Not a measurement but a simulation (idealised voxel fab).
Process module under the name voxel ribs on slabs
Square cells of 5 nm make up the cross-section cut, whose width is 140 nm.
Bands, listed from the top down, are how a cross-section gets written in this document; the cross-section itself is a grid of square cells, and a band is one or more rows of them. Band: top and bottom heights (nm) first, top before bottom; then materials from left to right, widths in nm. "full width" marks a sole material filling the band edge to edge. "blank" denotes empty space. Height is counted from the level 0, under which the received wafer is composed throughout of one material. The lowest of the bands is not closed at the bottom but continues downward, in the notation "from 0 down". Top row gets the first number, bottom row gets the second, and each row in between changes by the same step: that is how a band width like "30..40" works. "nothing different" means the step left every cell of the cross-section as it was. Empty spaces without an open route to the top, at least 8 cells in extent, make up the entry "Sealed internal voids"; each is given as width x height at distance, where the distance is measured from the left edge, and all are in nm. Read whatever lies past the settings on a step's line as the simulator's own remark about the step. The "overlay nm" setting may appear on a step's line; for a step that uses a mask, it gives how far to the right of its planned position the mask lay, and a negative value indicates the left.

Intended process steps:
1,RECEIVE | material Si
2,DIRECTIONAL_DEP | material SiO2 | thk nm 20
3,DIRECTIONAL_DEP | material polySi | thk nm 15
4,MASKED_ETCH | tone cover | mask id RIB | width nm 15 | etch materials polySi | depth nm 10 | overlay nm 0
5,MASKED_ETCH | tone cover | mask id SLAB | width nm 45 | etch materials polySi | depth nm 5 | overlay nm 0
6,FILL_DEP | material SiO2 | thk nm 20
7,CMP | height nm 50
8,DIRECTIONAL_DEP | material W | thk nm 5
9,DIRECTIONAL_DEP | material aC | thk nm 10
10,PATTERN | tone cover | mask id HEATER | material resist | width nm 25 | thk nm 30 | overlay nm 0
11,DIRECTIONAL_ETCH | etch materials aC | depth nm 10
12,STRIP | etch materials resist
13,DIRECTIONAL_ETCH | etch materials W | depth nm 5
14,STRIP | etch materials aC
15,CONFORMAL_DEP | material SiN | thk nm 5

First out of two wafers; run went to plan:

Wafer as received: cross-section following step 1:
* from 0 down | Si full width
* Sealed internal voids: none

Wafer after step 2 (cross-section):
* from 20 to 0 | SiO2 full width
* Everything under 0 stays put, no change at all.

Wafer after step 3 (cross-section):
* from 35 to 20 | polySi full width
* Everything under 20 stays put, no change at all.

Wafer after step 4 (cross-section):
* from 35 to 25 | 60 blank; 15 polySi; 65 blank
* Everything under 25 stays put, no change at all.

Wafer after step 5 (cross-section):
* from 35 to 25 | 60 blank; 15 polySi; 65 blank
* from 25 to 20 | 45 blank; 45 polySi; 50 blank
* Everything under 20 stays put, no change at all.

Wafer after step 6 (cross-section):
* from 55 to 35 | SiO2 full width
* from 35 to 25 | 60 SiO2; 15 polySi; 65 SiO2
* from 25 to 20 | 45 SiO2; 45 polySi; 50 SiO2
* Everything under 20 stays put, no change at all.

Wafer after step 7 (cross-section):
* from 50 to 35 | SiO2 full width
* Everything under 35 stays put, no change at all.

Wafer after step 8 (cross-section):
* from 55 to 50 | W full width
* Everything under 50 stays put, no change at all.

Wafer after step 9 (cross-section):
* from 65 to 55 | aC full width
* Everything under 55 stays put, no change at all.

Wafer after step 10 (cross-section):
* from 95 to 65 | 55 blank; 25 resist; 60 blank
* Everything under 65 stays put, no change at all.

Wafer after step 11 (cross-section):
* from 85 to 65 | 55 blank; 25 resist; 60 blank
* from 65 to 55 | 55 blank; 25 aC; 60 blank
* Everything under 55 stays put, no change at all.

Wafer after step 12 (cross-section):
* from 65 to 55 | 55 blank; 25 aC; 60 blank
* Everything under 55 stays put, no change at all.

Wafer after step 13 (cross-section):
* from 65 to 55 | 55 blank; 25 aC; 60 blank
* from 55 to 50 | 55 blank; 25 W; 60 blank
* Everything under 50 stays put, no change at all.

Wafer after step 14 (cross-section):
* from 55 to 50 | 55 blank; 25 W; 60 blank
* Everything under 50 stays put, no change at all.

Wafer after step 15 (cross-section):
* from 60 to 55 | 50 blank; 35 SiN; 55 blank
* from 55 to 50 | 55 SiN; 25 W; 60 SiN
* Everything under 50 stays put, no change at all.

Second wafer, same starting state and plan as the first, one mistake in the run, identical through step 13:

Second wafer profile in section, at the moment step 14 of the plan was meant to be complete:
* from 0 down | Si full width

Second wafer profile in section, at the moment step 15 of the plan was meant to be complete:
* from 5 to 0 | SiN full width
* Everything under 0 stays put, no change at all.
Error vs. plan: in deviation from the planned setting, step 14 was conducted as STRIP | etch materials SiO2
Count the cells at the end and the second wafer has more or fewer of some materials than the first: SiN -2, SiO2 -265, W -5, polySi -15
